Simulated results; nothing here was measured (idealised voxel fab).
Proc. module: voxel transistor to metal
Cross-section cut spans 295 nm and uses square cells 5 nm in size.
When this document writes out a cross-section, it uses a grid of square cells and lists it as bands, beginning at the top and moving down, with a band standing for one or more rows of cells.
The entry gives the band's vertical extent as a top height and a bottom height in nm, then its horizontal make-up as materials from left to right, each with a width in nm. "blank" stands for empty space; a single material marked "throughout" fills the band edge to edge.
It should be noted that heights are counted from 0, beneath which the wafer as supplied is of one material throughout, and that the lowest band possesses no lower boundary but continues downward, as written in "0 nm and below".
Graded width ("30 to 40"): value in top row of band = first number; value in bottom row = second number; row-to-row change constant.
"no alterations made", as given for a step, is the statement that not any cell of the cross-section underwent a change during that step.
For the entry "Closed void listing", the listed items are empty spaces with no open way to the top whose size is 8 cells or more; each item follows the pattern width x height at distance, where distance is from the left edge and all three are in nm.
The remark found on a step's line after its settings is issued by the simulator itself and pertains to that step.
The optional step-line setting "overlay nm" applies to steps with a mask and quantifies how far to the right of its planned location the mask lay, a negative value indicating leftward placement.
Pairs, read this way: before one process step on the one hand, after it on the other, the after cross-section ending at the lowest band that changed; the step between, settings included, beneath. Same starting wafer throughout, but possibly different runs of this module, so no pair continues from the pair above unless its entry headed "Geometry before processing" says so.
Geometry before processing:
    30 nm to 25 nm  polySi 20 nm | blank 115 nm | polySi 25 nm | blank 115 nm | polySi 20 nm
    25 nm to 0 nm  polySi throughout
    0 nm to -5 nm  SiO2 20 nm | polySi 115 nm | SiO2 25 nm | polySi 115 nm | SiO2 20 nm
    -5 nm to -10 nm  SiO2 throughout
    -10 nm to -35 nm  SiO2 25 nm | Si 105 nm | SiO2 35 nm | Si 105 nm | SiO2 25 nm
    -35 nm and below  Si throughout
    Closed void listing: none
Resulting Cross-Section:
    40 nm to 35 nm  SiCN 20 nm | blank 115 nm | SiCN 25 nm | blank 115 nm | SiCN 20 nm
    35 nm to 30 nm  SiCN throughout
    30 nm to 25 nm  polySi 20 nm | SiCN 115 nm | polySi 25 nm | SiCN 115 nm | polySi 20 nm
    Everything under 25 stays put, no change at all.
    Closed void listing: none
So what happens between those two cross-sections up there? DIRECTIONAL_DEP | material SiCN | thk nm 10
Geometry before processing: no separate figure, the pair right above already shows it after its step.
Resulting Cross-Section:
    60 nm to 40 nm  blank 65 nm | resist 20 nm | blank 120 nm | resist 20 nm | blank 70 nm
    40 nm to 35 nm  SiCN 20 nm | blank 45 nm | resist 20 nm | blank 50 nm | SiCN 25 nm | blank 45 nm | resist 20 nm | blank 50 nm | SiCN 20 nm
    Everything under 35 stays put, no change at all.
    Closed void listing: none
So what happens between those two cross-sections up there? PATTERN | tone cover | mask id GATE | material resist | width nm 20 | pitch nm 140 | thk nm 20 | overlay nm 0
Geometry before processing: no separate figure, the pair right above already shows it after its step.
Resulting Cross-Section:
    60 nm to 35 nm  blank 65 nm | resist 20 nm | blank 120 nm | resist 20 nm | blank 70 nm
    35 nm to 30 nm  blank 65 nm | SiCN 20 nm | blank 120 nm | SiCN 20 nm | blank 70 nm
    30 nm to 25 nm  polySi 20 nm | blank 45 nm | SiCN 20 nm | blank 50 nm | polySi 25 nm | blank 45 nm | SiCN 20 nm | blank 50 nm | polySi 20 nm
    Everything under 25 stays put, no change at all.
    Closed void listing: none
So what happens between those two cross-sections up there? DIRECTIONAL_ETCH | etch materials SiCN | depth nm 20
Geometry before processing: no separate figure, the pair right above already shows it after its step.
Resulting Cross-Section:
    60 nm to 35 nm  blank 65 nm | resist 20 nm | blank 120 nm | resist 20 nm | blank 70 nm
    35 nm to 25 nm  blank 65 nm | SiCN 20 nm | blank 120 nm | SiCN 20 nm | blank 70 nm
    25 nm to 0 nm  blank 65 nm | polySi 20 nm | blank 120 nm | polySi 20 nm | blank 70 nm
    0 nm to -5 nm  SiO2 20 nm | blank 45 nm | polySi 20 nm | blank 50 nm | SiO2 25 nm | blank 45 nm | polySi 20 nm | blank 50 nm | SiO2 20 nm
    Everything under -5 stays put, no change at all.
    Closed void listing: none
So what happens between those two cross-sections up there? DIRECTIONAL_ETCH | etch materials polySi | depth nm 40
Geometry before processing: no separate figure, the pair right above already shows it after its step.
Resulting Cross-Section:
    35 nm to 25 nm  blank 65 nm | SiCN 20 nm | blank 120 nm | SiCN 20 nm | blank 70 nm
    Everything under 25 stays put, no change at all.
    Closed void listing: none
So what happens between those two cross-sections up there? STRIP | etch materials resist
Geometry before processing: no separate figure, the pair right above already shows it after its step.
Resulting Cross-Section:
    40 nm to 35 nm  blank 60 nm | SiO2 30 nm | blank 110 nm | SiO2 30 nm | blank 65 nm
    35 nm to 25 nm  blank 60 nm | SiO2 5 nm | SiCN 20 nm | SiO2 5 nm | blank 110 nm | SiO2 5 nm | SiCN 20 nm | SiO2 5 nm | blank 65 nm
    25 nm to 5 nm  blank 60 nm | SiO2 5 nm | polySi 20 nm | SiO2 5 nm | blank 110 nm | SiO2 5 nm | polySi 20 nm | SiO2 5 nm | blank 65 nm
    5 nm to 0 nm  SiO2 25 nm | blank 35 nm | SiO2 5 nm | polySi 20 nm | SiO2 5 nm | blank 40 nm | SiO2 35 nm | blank 35 nm | SiO2 5 nm | polySi 20 nm | SiO2 5 nm | blank 40 nm | SiO2 25 nm
    0 nm to -5 nm  SiO2 65 nm | polySi 20 nm | SiO2 120 nm | polySi 20 nm | SiO2 70 nm
    Everything under -5 stays put, no change at all.
    Closed void listing: none
So what happens between those two cross-sections up there? CONFORMAL_DEP | material SiO2 | thk nm 5
Geometry before processing: no separate figure, the pair right above already shows it after its step.
Resulting Cross-Section:
    35 nm to 25 nm  blank 60 nm | SiO2 5 nm | SiCN 20 nm | SiO2 5 nm | blank 110 nm | SiO2 5 nm | SiCN 20 nm | SiO2 5 nm | blank 65 nm
    25 nm to 0 nm  blank 60 nm | SiO2 5 nm | polySi 20 nm | SiO2 5 nm | blank 110 nm | SiO2 5 nm | polySi 20 nm | SiO2 5 nm | blank 65 nm
    0 nm to -5 nm  SiO2 25 nm | blank 35 nm | SiO2 5 nm | polySi 20 nm | SiO2 5 nm | blank 40 nm | SiO2 35 nm | blank 35 nm | SiO2 5 nm | polySi 20 nm | SiO2 5 nm | blank 40 nm | SiO2 25 nm
    Everything under -5 stays put, no change at all.
    Closed void listing: none
So what happens between those two cross-sections up there? DIRECTIONAL_ETCH | etch materials SiO2 | depth nm 5
Geometry before processing: no separate figure, the pair right above already shows it after its step.
Resulting Cross-Section:
    40 nm to 35 nm  blank 55 nm | SiN 40 nm | blank 100 nm | SiN 40 nm | blank 60 nm
    35 nm to 25 nm  blank 55 nm | SiN 5 nm | SiO2 5 nm | SiCN 20 nm | SiO2 5 nm | SiN 5 nm | blank 100 nm | SiN 5 nm | SiO2 5 nm | SiCN 20 nm | SiO2 5 nm | SiN 5 nm | blank 60 nm
    25 nm to 5 nm  blank 55 nm | SiN 5 nm | SiO2 5 nm | polySi 20 nm | SiO2 5 nm | SiN 5 nm | blank 100 nm | SiN 5 nm | SiO2 5 nm | polySi 20 nm | SiO2 5 nm | SiN 5 nm | blank 60 nm
    5 nm to 0 nm  SiN 30 nm | blank 25 nm | SiN 5 nm | SiO2 5 nm | polySi 20 nm | SiO2 5 nm | SiN 5 nm | blank 30 nm | SiN 45 nm | blank 25 nm | SiN 5 nm | SiO2 5 nm | polySi 20 nm | SiO2 5 nm | SiN 5 nm | blank 30 nm | SiN 30 nm
    0 nm to -5 nm  SiO2 25 nm | SiN 35 nm | SiO2 5 nm | polySi 20 nm | SiO2 5 nm | SiN 40 nm | SiO2 35 nm | SiN 35 nm | SiO2 5 nm | polySi 20 nm | SiO2 5 nm | SiN 40 nm | SiO2 25 nm
    Everything under -5 stays put, no change at all.
    Closed void listing: none
So what happens between those two cross-sections up there? CONFORMAL_DEP | material SiN | thk nm 5
Geometry before processing: no separate figure, the pair right above already shows it after its step.
Resulting Cross-Section:
    35 nm to 25 nm  blank 55 nm | SiN 5 nm | SiO2 5 nm | SiCN 20 nm | SiO2 5 nm | SiN 5 nm | blank 100 nm | SiN 5 nm | SiO2 5 nm | SiCN 20 nm | SiO2 5 nm | SiN 5 nm | blank 60 nm
    25 nm to 0 nm  blank 55 nm | SiN 5 nm | SiO2 5 nm | polySi 20 nm | SiO2 5 nm | SiN 5 nm | blank 100 nm | SiN 5 nm | SiO2 5 nm | polySi 20 nm | SiO2 5 nm | SiN 5 nm | blank 60 nm
    0 nm to -5 nm  SiO2 25 nm | SiN 5 nm | blank 25 nm | SiN 5 nm | SiO2 5 nm | polySi 20 nm | SiO2 5 nm | SiN 5 nm | blank 30 nm | SiN 5 nm | SiO2 35 nm | SiN 5 nm | blank 25 nm | SiN 5 nm | SiO2 5 nm | polySi 20 nm | SiO2 5 nm | SiN 5 nm | blank 30 nm | SiN 5 nm | SiO2 25 nm
    Everything under -5 stays put, no change at all.
    Closed void listing: none
So what happens between those two cross-sections up there? DIRECTIONAL_ETCH | etch materials SiN | depth nm 5
Geometry before processing: no separate figure, the pair right above already shows it after its step.
Resulting Cross-Section:
    35 nm to 30 nm  blank 55 nm | SiN 5 nm | blank 5 nm | SiCN 20 nm | blank 5 nm | SiN 5 nm | blank 100 nm | SiN 5 nm | blank 5 nm | SiCN 20 nm | blank 5 nm | SiN 5 nm | blank 60 nm
    30 nm to 25 nm  blank 55 nm | SiN 5 nm | SiO2 5 nm | SiCN 20 nm | SiO2 5 nm | SiN 5 nm | blank 100 nm | SiN 5 nm | SiO2 5 nm | SiCN 20 nm | SiO2 5 nm | SiN 5 nm | blank 60 nm
    25 nm to 0 nm  blank 55 nm | SiN 5 nm | SiO2 5 nm | polySi 20 nm | SiO2 5 nm | SiN 5 nm | blank 100 nm | SiN 5 nm | SiO2 5 nm | polySi 20 nm | SiO2 5 nm | SiN 5 nm | blank 60 nm
    0 nm to -5 nm  blank 25 nm | SiN 5 nm | blank 25 nm | SiN 5 nm | SiO2 5 nm | polySi 20 nm | SiO2 5 nm | SiN 5 nm | blank 30 nm | SiN 5 nm | blank 35 nm | SiN 5 nm | blank 25 nm | SiN 5 nm | SiO2 5 nm | polySi 20 nm | SiO2 5 nm | SiN 5 nm | blank 30 nm | SiN 5 nm | blank 25 nm
    -5 nm to -10 nm  SiO2 30 nm | blank 25 nm | SiO2 40 nm | blank 30 nm | SiO2 45 nm | blank 25 nm | SiO2 40 nm | blank 30 nm | SiO2 30 nm
    Everything under -10 stays put, no change at all.
    Closed void listing: none
So what happens between those two cross-sections up there? DIRECTIONAL_ETCH | etch materials SiO2 | depth nm 5
Geometry before processing: no separate figure, the pair right above already shows it after its step.
Resulting Cross-Section:
    35 nm to 30 nm  blank 55 nm | SiN 5 nm | blank 5 nm | SiCN 20 nm | blank 5 nm | SiN 5 nm | blank 100 nm | SiN 5 nm | blank 5 nm | SiCN 20 nm | blank 5 nm | SiN 5 nm | blank 60 nm
    30 nm to 25 nm  blank 55 nm | SiN 5 nm | SiO2 5 nm | SiCN 20 nm | SiO2 5 nm | SiN 5 nm | blank 100 nm | SiN 5 nm | SiO2 5 nm | SiCN 20 nm | SiO2 5 nm | SiN 5 nm | blank 60 nm
    25 nm to 0 nm  blank 55 nm | SiN 5 nm | SiO2 5 nm | polySi 20 nm | SiO2 5 nm | SiN 5 nm | blank 100 nm | SiN 5 nm | SiO2 5 nm | polySi 20 nm | SiO2 5 nm | SiN 5 nm | blank 60 nm
    0 nm to -5 nm  blank 25 nm | SiN 5 nm | blank 25 nm | SiN 5 nm | SiO2 5 nm | polySi 20 nm | SiO2 5 nm | SiN 5 nm | blank 30 nm | SiN 5 nm | blank 35 nm | SiN 5 nm | blank 25 nm | SiN 5 nm | SiO2 5 nm | polySi 20 nm | SiO2 5 nm | SiN 5 nm | blank 30 nm | SiN 5 nm | blank 25 nm
    -5 nm to -10 nm  SiO2 30 nm | blank 25 nm | SiO2 40 nm | blank 30 nm | SiO2 45 nm | blank 25 nm | SiO2 40 nm | blank 30 nm | SiO2 30 nm
    -10 nm to -20 nm  SiO2 25 nm | Si 5 nm | blank 25 nm | Si 40 nm | blank 30 nm | Si 5 nm | SiO2 35 nm | Si 5 nm | blank 25 nm | Si 40 nm | blank 30 nm | Si 5 nm | SiO2 25 nm
    Everything under -20 stays put, no change at all.
    Closed void listing: none
So what happens between those two cross-sections up there? DIRECTIONAL_ETCH | etch materials Si | depth nm 10
Geometry before processing: no separate figure, the pair right above already shows it after its step.
Resulting Cross-Section:
    35 nm to 30 nm  blank 55 nm | SiN 5 nm | blank 5 nm | SiCN 20 nm | blank 5 nm | SiN 5 nm | blank 100 nm | SiN 5 nm | blank 5 nm | SiCN 20 nm | blank 5 nm | SiN 5 nm | blank 60 nm
    30 nm to 25 nm  blank 55 nm | SiN 5 nm | SiO2 5 nm | SiCN 20 nm | SiO2 5 nm | SiN 5 nm | blank 100 nm | SiN 5 nm | SiO2 5 nm | SiCN 20 nm | SiO2 5 nm | SiN 5 nm | blank 60 nm
    25 nm to 5 nm  blank 55 nm | SiN 5 nm | SiO2 5 nm | polySi 20 nm | SiO2 5 nm | SiN 5 nm | blank 100 nm | SiN 5 nm | SiO2 5 nm | polySi 20 nm | SiO2 5 nm | SiN 5 nm | blank 60 nm
    5 nm to 0 nm  blank 25 nm | SiGe 30 nm | SiN 5 nm | SiO2 5 nm | polySi 20 nm | SiO2 5 nm | SiN 5 nm | SiGe 35 nm | blank 35 nm | SiGe 30 nm | SiN 5 nm | SiO2 5 nm | polySi 20 nm | SiO2 5 nm | SiN 5 nm | SiGe 35 nm | blank 25 nm
    0 nm to -5 nm  blank 25 nm | SiN 5 nm | SiGe 25 nm | SiN 5 nm | SiO2 5 nm | polySi 20 nm | SiO2 5 nm | SiN 5 nm | SiGe 30 nm | SiN 5 nm | blank 35 nm | SiN 5 nm | SiGe 25 nm | SiN 5 nm | SiO2 5 nm | polySi 20 nm | SiO2 5 nm | SiN 5 nm | SiGe 30 nm | SiN 5 nm | blank 25 nm
    -5 nm to -10 nm  SiO2 30 nm | SiGe 25 nm | SiO2 40 nm | SiGe 30 nm | SiO2 45 nm | SiGe 25 nm | SiO2 40 nm | SiGe 30 nm | SiO2 30 nm
    -10 nm to -20 nm  SiO2 25 nm | Si 5 nm | SiGe 25 nm | Si 40 nm | SiGe 30 nm | Si 5 nm | SiO2 35 nm | Si 5 nm | SiGe 25 nm | Si 40 nm | SiGe 30 nm | Si 5 nm | SiO2 25 nm
    Everything under -20 stays put, no change at all.
    Closed void listing: none
So what happens between those two cross-sections up there? EPI | material SiGe | thk nm 15
Geometry before processing: no separate figure, the pair right above already shows it after its step.
Resulting Cross-Section:
    40 nm to 35 nm  SiO2 throughout
    35 nm to 25 nm  SiO2 55 nm | SiN 5 nm | SiO2 5 nm | SiCN 20 nm | SiO2 5 nm | SiN 5 nm | SiO2 100 nm | SiN 5 nm | SiO2 5 nm | SiCN 20 nm | SiO2 5 nm | SiN 5 nm | SiO2 60 nm
    25 nm to 5 nm  SiO2 55 nm | SiN 5 nm | SiO2 5 nm | polySi 20 nm | SiO2 5 nm | SiN 5 nm | SiO2 100 nm | SiN 5 nm | SiO2 5 nm | polySi 20 nm | SiO2 5 nm | SiN 5 nm | SiO2 60 nm
    5 nm to 0 nm  SiO2 25 nm | SiGe 30 nm | SiN 5 nm | SiO2 5 nm | polySi 20 nm | SiO2 5 nm | SiN 5 nm | SiGe 35 nm | SiO2 35 nm | SiGe 30 nm | SiN 5 nm | SiO2 5 nm | polySi 20 nm | SiO2 5 nm | SiN 5 nm | SiGe 35 nm | SiO2 25 nm
    0 nm to -5 nm  SiO2 25 nm | SiN 5 nm | SiGe 25 nm | SiN 5 nm | SiO2 5 nm | polySi 20 nm | SiO2 5 nm | SiN 5 nm | SiGe 30 nm | SiN 5 nm | SiO2 35 nm | SiN 5 nm | SiGe 25 nm | SiN 5 nm | SiO2 5 nm | polySi 20 nm | SiO2 5 nm | SiN 5 nm | SiGe 30 nm | SiN 5 nm | SiO2 25 nm
    Everything under -5 stays put, no change at all.
    Closed void listing: none
So what happens between those two cross-sections up there? FILL_DEP | material SiO2 | thk nm 5
Geometry before processing: no separate figure, the pair right above already shows it after its step.
Resulting Cross-Section:
    35 nm to 25 nm  SiO2 55 nm | SiN 5 nm | SiO2 5 nm | SiCN 20 nm | SiO2 5 nm | SiN 5 nm | SiO2 100 nm | SiN 5 nm | SiO2 5 nm | SiCN 20 nm | SiO2 5 nm | SiN 5 nm | SiO2 60 nm
    Everything under 25 stays put, no change at all.
    Closed void listing: none
So what happens between those two cross-sections up there? CMP | height nm 35
Geometry before processing: no separate figure, the pair right above already shows it after its step.
Resulting Cross-Section:
    45 nm to 35 nm  SiO2 throughout
    Everything under 35 stays put, no change at all.
    Closed void listing: none
So what happens between those two cross-sections up there? DIRECTIONAL_DEP | material SiO2 | thk nm 10
Geometry before processing: no separate figure, the pair right above already shows it after its step.
Resulting Cross-Section:
    60 nm to 45 nm  resist 25 nm | blank 35 nm | resist 30 nm | blank 35 nm | resist 40 nm | blank 35 nm | resist 30 nm | blank 35 nm | resist 30 nm
    Everything under 45 stays put, no change at all.
    Closed void listing: none
So what happens between those two cross-sections up there? PATTERN | tone open | mask id CONTACT | material resist | width nm 35 | thk nm 15 | overlay nm 0
Geometry before processing: no separate figure, the pair right above already shows it after its step.
Resulting Cross-Section:
    60 nm to 45 nm  resist 25 nm | blank 35 nm | resist 30 nm | blank 35 nm | resist 40 nm | blank 35 nm | resist 30 nm | blank 35 nm | resist 30 nm
    45 nm to 35 nm  SiO2 25 nm | blank 35 nm | SiO2 30 nm | blank 35 nm | SiO2 40 nm | blank 35 nm | SiO2 30 nm | blank 35 nm | SiO2 30 nm
    35 nm to 25 nm  SiO2 25 nm | blank 30 nm | SiN 5 nm | SiO2 5 nm | SiCN 20 nm | SiO2 5 nm | SiN 5 nm | blank 30 nm | SiO2 40 nm | blank 30 nm | SiN 5 nm | SiO2 5 nm | SiCN 20 nm | SiO2 5 nm | SiN 5 nm | blank 30 nm | SiO2 30 nm
    25 nm to 5 nm  SiO2 25 nm | blank 30 nm | SiN 5 nm | SiO2 5 nm | polySi 20 nm | SiO2 5 nm | SiN 5 nm | blank 30 nm | SiO2 40 nm | blank 30 nm | SiN 5 nm | SiO2 5 nm | polySi 20 nm | SiO2 5 nm | SiN 5 nm | blank 30 nm | SiO2 30 nm
    Everything under 5 stays put, no change at all.
    Closed void listing: none
So what happens between those two cross-sections up there? DIRECTIONAL_ETCH | etch materials SiO2 | depth nm 40
Geometry before processing: no separate figure, the pair right above already shows it after its step.
Resulting Cross-Section:
    45 nm to 35 nm  SiO2 25 nm | blank 35 nm | SiO2 30 nm | blank 35 nm | SiO2 40 nm | blank 35 nm | SiO2 30 nm | blank 35 nm | SiO2 30 nm
    Everything under 35 stays put, no change at all.
    Closed void listing: none
So what happens between those two cross-sections up there? STRIP | etch materials resist
Geometry before processing: no separate figure, the pair right above already shows it after its step.
Resulting Cross-Section:
    50 nm to 45 nm  TiN 30 nm | blank 25 nm | TiN 40 nm | blank 25 nm | TiN 50 nm | blank 25 nm | TiN 40 nm | blank 25 nm | TiN 35 nm
    45 nm to 35 nm  SiO2 25 nm | TiN 5 nm | blank 25 to 20 nm | TiN 5 to 10 nm | SiO2 30 nm | TiN 5 to 10 nm | blank 25 to 20 nm | TiN 5 nm | SiO2 40 nm | TiN 5 nm | blank 25 to 20 nm | TiN 5 to 10 nm | SiO2 30 nm | TiN 5 to 10 nm | blank 25 to 20 nm | TiN 5 nm | SiO2 30 nm
    35 nm to 25 nm  SiO2 25 nm | TiN 5 nm | blank 20 nm | TiN 5 nm | SiN 5 nm | SiO2 5 nm | SiCN 20 nm | SiO2 5 nm | SiN 5 nm | TiN 5 nm | blank 20 nm | TiN 5 nm | SiO2 40 nm | TiN 5 nm | blank 20 nm | TiN 5 nm | SiN 5 nm | SiO2 5 nm | SiCN 20 nm | SiO2 5 nm | SiN 5 nm | TiN 5 nm | blank 20 nm | TiN 5 nm | SiO2 30 nm
    25 nm to 10 nm  SiO2 25 nm | TiN 5 nm | blank 20 nm | TiN 5 nm | SiN 5 nm | SiO2 5 nm | polySi 20 nm | SiO2 5 nm | SiN 5 nm | TiN 5 nm | blank 20 nm | TiN 5 nm | SiO2 40 nm | TiN 5 nm | blank 20 nm | TiN 5 nm | SiN 5 nm | SiO2 5 nm | polySi 20 nm | SiO2 5 nm | SiN 5 nm | TiN 5 nm | blank 20 nm | TiN 5 nm | SiO2 30 nm
    10 nm to 5 nm  SiO2 25 nm | TiN 30 nm | SiN 5 nm | SiO2 5 nm | polySi 20 nm | SiO2 5 nm | SiN 5 nm | TiN 30 nm | SiO2 40 nm | TiN 30 nm | SiN 5 nm | SiO2 5 nm | polySi 20 nm | SiO2 5 nm | SiN 5 nm | TiN 30 nm | SiO2 30 nm
    Everything under 5 stays put, no change at all.
    Closed void listing: none
So what happens between those two cross-sections up there? CONFORMAL_DEP | material TiN | thk nm 5
Geometry before processing: no separate figure, the pair right above already shows it after its step.
Resulting Cross-Section:
    55 nm to 50 nm  Ru throughout
    50 nm to 45 nm  TiN 30 nm | Ru 25 nm | TiN 40 nm | Ru 25 nm | TiN 50 nm | Ru 25 nm | TiN 40 nm | Ru 25 nm | TiN 35 nm
    45 nm to 35 nm  SiO2 25 nm | TiN 5 nm | Ru 25 to 20 nm | TiN 5 to 10 nm | SiO2 30 nm | TiN 5 to 10 nm | Ru 25 to 20 nm | TiN 5 nm | SiO2 40 nm | TiN 5 nm | Ru 25 to 20 nm | TiN 5 to 10 nm | SiO2 30 nm | TiN 5 to 10 nm | Ru 25 to 20 nm | TiN 5 nm | SiO2 30 nm
    35 nm to 25 nm  SiO2 25 nm | TiN 5 nm | Ru 20 nm | TiN 5 nm | SiN 5 nm | SiO2 5 nm | SiCN 20 nm | SiO2 5 nm | SiN 5 nm | TiN 5 nm | Ru 20 nm | TiN 5 nm | SiO2 40 nm | TiN 5 nm | Ru 20 nm | TiN 5 nm | SiN 5 nm | SiO2 5 nm | SiCN 20 nm | SiO2 5 nm | SiN 5 nm | TiN 5 nm | Ru 20 nm | TiN 5 nm | SiO2 30 nm
    25 nm to 10 nm  SiO2 25 nm | TiN 5 nm | Ru 20 nm | TiN 5 nm | SiN 5 nm | SiO2 5 nm | polySi 20 nm | SiO2 5 nm | SiN 5 nm | TiN 5 nm | Ru 20 nm | TiN 5 nm | SiO2 40 nm | TiN 5 nm | Ru 20 nm | TiN 5 nm | SiN 5 nm | SiO2 5 nm | polySi 20 nm | SiO2 5 nm | SiN 5 nm | TiN 5 nm | Ru 20 nm | TiN 5 nm | SiO2 30 nm
    Everything under 10 stays put, no change at all.
    Closed void listing: none
So what happens between those two cross-sections up there? FILL_DEP | material Ru | thk nm 5
Geometry before processing: no separate figure, the pair right above already shows it after its step.
Resulting Cross-Section:
    45 nm to 35 nm  SiO2 25 nm | TiN 5 nm | Ru 25 to 20 nm | TiN 5 to 10 nm | SiO2 30 nm | TiN 5 to 10 nm | Ru 25 to 20 nm | TiN 5 nm | SiO2 40 nm | TiN 5 nm | Ru 25 to 20 nm | TiN 5 to 10 nm | SiO2 30 nm | TiN 5 to 10 nm | Ru 25 to 20 nm | TiN 5 nm | SiO2 30 nm
    Everything under 35 stays put, no change at all.
    Closed void listing: none
So what happens between those two cross-sections up there? CMP | height nm 45
Geometry before processing: no separate figure, the pair right above already shows it after its step.
Resulting Cross-Section:
    50 nm to 45 nm  TiN throughout
    Everything under 45 stays put, no change at all.
    Closed void listing: none
So what happens between those two cross-sections up there? DIRECTIONAL_DEP | material TiN | thk nm 5
Geometry before processing: no separate figure, the pair right above already shows it after its step.
Resulting Cross-Section:
    70 nm to 50 nm  W throughout
    Everything under 50 stays put, no change at all.
    Closed void listing: none
So what happens between those two cross-sections up there? DIRECTIONAL_DEP | material W | thk nm 20
Geometry before processing: no separate figure, the pair right above already shows it after its step.
Resulting Cross-Section:
    80 nm to 70 nm  aC throughout
    Everything under 70 stays put, no change at all.
    Closed void listing: none
So what happens between those two cross-sections up there? DIRECTIONAL_DEP | material aC | thk nm 10
Geometry before processing: no separate figure, the pair right above already shows it after its step.
Resulting Cross-Section:
    105 nm to 80 nm  blank 25 nm | resist 20 nm | blank 60 nm | resist 20 nm | blank 40 nm | resist 20 nm | blank 60 nm | resist 20 nm | blank 30 nm
    Everything under 80 stays put, no change at all.
    Closed void listing: none
So what happens between those two cross-sections up there? PATTERN | tone cover | mask id METAL_1 | material resist | width nm 20 | thk nm 25 | overlay nm 0
Geometry before processing: no separate figure, the pair right above already shows it after its step.
Resulting Cross-Section:
    95 nm to 80 nm  blank 25 nm | resist 20 nm | blank 60 nm | resist 20 nm | blank 40 nm | resist 20 nm | blank 60 nm | resist 20 nm | blank 30 nm
    80 nm to 70 nm  blank 25 nm | aC 20 nm | blank 60 nm | aC 20 nm | blank 40 nm | aC 20 nm | blank 60 nm | aC 20 nm | blank 30 nm
    Everything under 70 stays put, no change at all.
    Closed void listing: none
So what happens between those two cross-sections up there? DIRECTIONAL_ETCH | etch materials aC | depth nm 10
Geometry before processing: no separate figure, the pair right above already shows it after its step.
Resulting Cross-Section:
    80 nm to 70 nm  blank 25 nm | aC 20 nm | blank 60 nm | aC 20 nm | blank 40 nm | aC 20 nm | blank 60 nm | aC 20 nm | blank 30 nm
    Everything under 70 stays put, no change at all.
    Closed void listing: none
So what happens between those two cross-sections up there? STRIP | etch materials resist
Geometry before processing: no separate figure, the pair right above already shows it after its step.
Resulting Cross-Section:
    80 nm to 70 nm  blank 25 nm | aC 20 nm | blank 60 nm | aC 20 nm | blank 40 nm | aC 20 nm | blank 60 nm | aC 20 nm | blank 30 nm
    70 nm to 50 nm  blank 25 nm | W 20 nm | blank 60 nm | W 20 nm | blank 40 nm | W 20 nm | blank 60 nm | W 20 nm | blank 30 nm
    Everything under 50 stays put, no change at all.
    Closed void listing: none
So what happens between those two cross-sections up there? DIRECTIONAL_ETCH | etch materials W | depth nm 20
Geometry before processing: no separate figure, the pair right above already shows it after its step.
Resulting Cross-Section:
    80 nm to 70 nm  blank 25 nm | aC 20 nm | blank 60 nm | aC 20 nm | blank 40 nm | aC 20 nm | blank 60 nm | aC 20 nm | blank 30 nm
    70 nm to 50 nm  blank 25 nm | W 20 nm | blank 60 nm | W 20 nm | blank 40 nm | W 20 nm | blank 60 nm | W 20 nm | blank 30 nm
    50 nm to 45 nm  blank 25 nm | TiN 20 nm | blank 60 nm | TiN 20 nm | blank 40 nm | TiN 20 nm | blank 60 nm | TiN 20 nm | blank 30 nm
    Everything under 45 stays put, no change at all.
    Closed void listing: none
So what happens between those two cross-sections up there? DIRECTIONAL_ETCH | etch materials TiN | depth nm 5
Geometry before processing: no separate figure, the pair right above already shows it after its step.
Resulting Cross-Section:
    70 nm to 50 nm  blank 25 nm | W 20 nm | blank 60 nm | W 20 nm | blank 40 nm | W 20 nm | blank 60 nm | W 20 nm | blank 30 nm
    Everything under 50 stays put, no change at all.
    Closed void listing: none
So what happens between those two cross-sections up there? STRIP | etch materials aC
Geometry before processing: no separate figure, the pair right above already shows it after its step.
Resulting Cross-Section:
    75 nm to 70 nm  blank 20 nm | SiN 30 nm | blank 50 nm | SiN 30 nm | blank 30 nm | SiN 30 nm | blank 50 nm | SiN 30 nm | blank 25 nm
    70 nm to 50 nm  blank 20 nm | SiN 5 nm | W 20 nm | SiN 5 nm | blank 50 nm | SiN 5 nm | W 20 nm | SiN 5 nm | blank 30 nm | SiN 5 nm | W 20 nm | SiN 5 nm | blank 50 nm | SiN 5 nm | W 20 nm | SiN 5 nm | blank 25 nm
    50 nm to 45 nm  SiN 25 nm | TiN 20 nm | SiN 60 nm | TiN 20 nm | SiN 40 nm | TiN 20 nm | SiN 60 nm | TiN 20 nm | SiN 30 nm
    Everything under 45 stays put, no change at all.
    Closed void listing: none
So what happens between those two cross-sections up there? CONFORMAL_DEP | material SiN | thk nm 5
Geometry before processing: no separate figure, the pair right above already shows it after its step.
Resulting Cross-Section:
    85 nm to 75 nm  SiO2 throughout
    75 nm to 70 nm  SiO2 20 nm | SiN 30 nm | SiO2 50 nm | SiN 30 nm | SiO2 30 nm | SiN 30 nm | SiO2 50 nm | SiN 30 nm | SiO2 25 nm
    70 nm to 50 nm  SiO2 20 nm | SiN 5 nm | W 20 nm | SiN 5 nm | SiO2 50 nm | SiN 5 nm | W 20 nm | SiN 5 nm | SiO2 30 nm | SiN 5 nm | W 20 nm | SiN 5 nm | SiO2 50 nm | SiN 5 nm | W 20 nm | SiN 5 nm | SiO2 25 nm
    Everything under 50 stays put, no change at all.
    Closed void listing: none
So what happens between those two cross-sections up there? FILL_DEP | material SiO2 | thk nm 10
Geometry before processing: no separate figure, the pair right above already shows it after its step.
Resulting Cross-Section:
    70 nm to 50 nm  SiO2 20 nm | SiN 5 nm | W 20 nm | SiN 5 nm | SiO2 50 nm | SiN 5 nm | W 20 nm | SiN 5 nm | SiO2 30 nm | SiN 5 nm | W 20 nm | SiN 5 nm | SiO2 50 nm | SiN 5 nm | W 20 nm | SiN 5 nm | SiO2 25 nm
    Everything under 50 stays put, no change at all.
    Closed void listing: none
So what happens between those two cross-sections up there? CMP | height nm 70
Geometry before processing: no separate figure, the pair right above already shows it after its step.
Resulting Cross-Section:
    75 nm to 70 nm  SiCN throughout
    Everything under 70 stays put, no change at all.
    Closed void listing: none
So what happens between those two cross-sections up there? CONFORMAL_DEP | material SiCN | thk nm 5
